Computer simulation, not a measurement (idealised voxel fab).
voxel trench capacitor: a process module
295 nm wide, 5 nm square cells: that's cross-section cut.
This document writes a cross-section as a grid whose cells are square, and gives it as bands, listed from the top down; one or more rows of cells form a band. Top, bottom (nm), then materials left to right with widths (nm); lone material tagged "full width" fills the whole band edge to edge; "blank" = empty space. Heights are reckoned from 0. Under this level, the received wafer is all of one material. The bottommost band is open-ended downward, for example "0 down". You'd read "30 to 40" like this: the band's top row of cells is as wide as the first number, its bottom row is as wide as the second, and going down, every row changes width by the same amount as the row before did. "remains unaltered" -> step changed no cross-section cell. Voids not open to the top, 8 cells minimum: see "Fully sealed voids". Written width x height at distance; distance is from the left edge; nm. Where a step's line continues beyond its settings, the continuation is a remark by the simulator itself on that step. "overlay nm" answers the question of how far to the right of plan the mask lay on a step that has a mask, and when it is negative the answer is to the left.
The planned process steps are enumerated hereunder:
- 1: op RECEIVE | material Si
- 2: op CONFORMAL_DEP | material SiN | thk nm 10
- 3: op DIRECTIONAL_DEP | material aC | thk nm 10
- 4: op PATTERN | tone open | mask id TRENCH | material resist | width nm 20 | pitch nm 50 | thk nm 30 | overlay nm 0
- 5: op DIRECTIONAL_ETCH | etch materials aC | depth nm 10
- 6: op STRIP | etch materials resist
- 7: op DIRECTIONAL_ETCH | etch materials SiN | depth nm 10
- 8: op DIRECTIONAL_ETCH | etch materials Si | depth nm 35
- 9: op STRIP | etch materials aC
- 10: op CONFORMAL_DEP | material Al2O3 | thk nm 5
- 11: op FILL_DEP | material polySi | thk nm 5
- 12: op CMP | height nm 10
Received-state cross-section, reflecting completion of step 1:
0 down: Si full width
Fully sealed voids: none
Figure: cross-sectional view of the wafer upon completion of the module, processed from the initial state and according to the plan depicted above, with one error introduced during execution:
10 to 0: 60 of SiN / 5 of Al2O3 / 10 of polySi / 5 of Al2O3 / 30 of SiN / 5 of Al2O3 / 10 of polySi / 5 of Al2O3 / 30 of SiN / 5 of Al2O3 / 10 of polySi / 5 of Al2O3 / 30 of SiN / 5 of Al2O3 / 10 of polySi / 5 of Al2O3 / 65 of SiN
0 to -25: 60 of Si / 5 of Al2O3 / 10 of polySi / 5 of Al2O3 / 30 of Si / 5 of Al2O3 / 10 of polySi / 5 of Al2O3 / 30 of Si / 5 of Al2O3 / 10 of polySi / 5 of Al2O3 / 30 of Si / 5 of Al2O3 / 10 of polySi / 5 of Al2O3 / 65 of Si
-25 to -30: 60 of Si / 20 of Al2O3 / 30 of Si / 20 of Al2O3 / 30 of Si / 20 of Al2O3 / 30 of Si / 20 of Al2O3 / 65 of Si
-30 down: Si full width
Fully sealed voids: none
What was the processing mistake? step 8 did not use the planned setting and instead ran as op DIRECTIONAL_ETCH | etch materials Si | depth nm 30
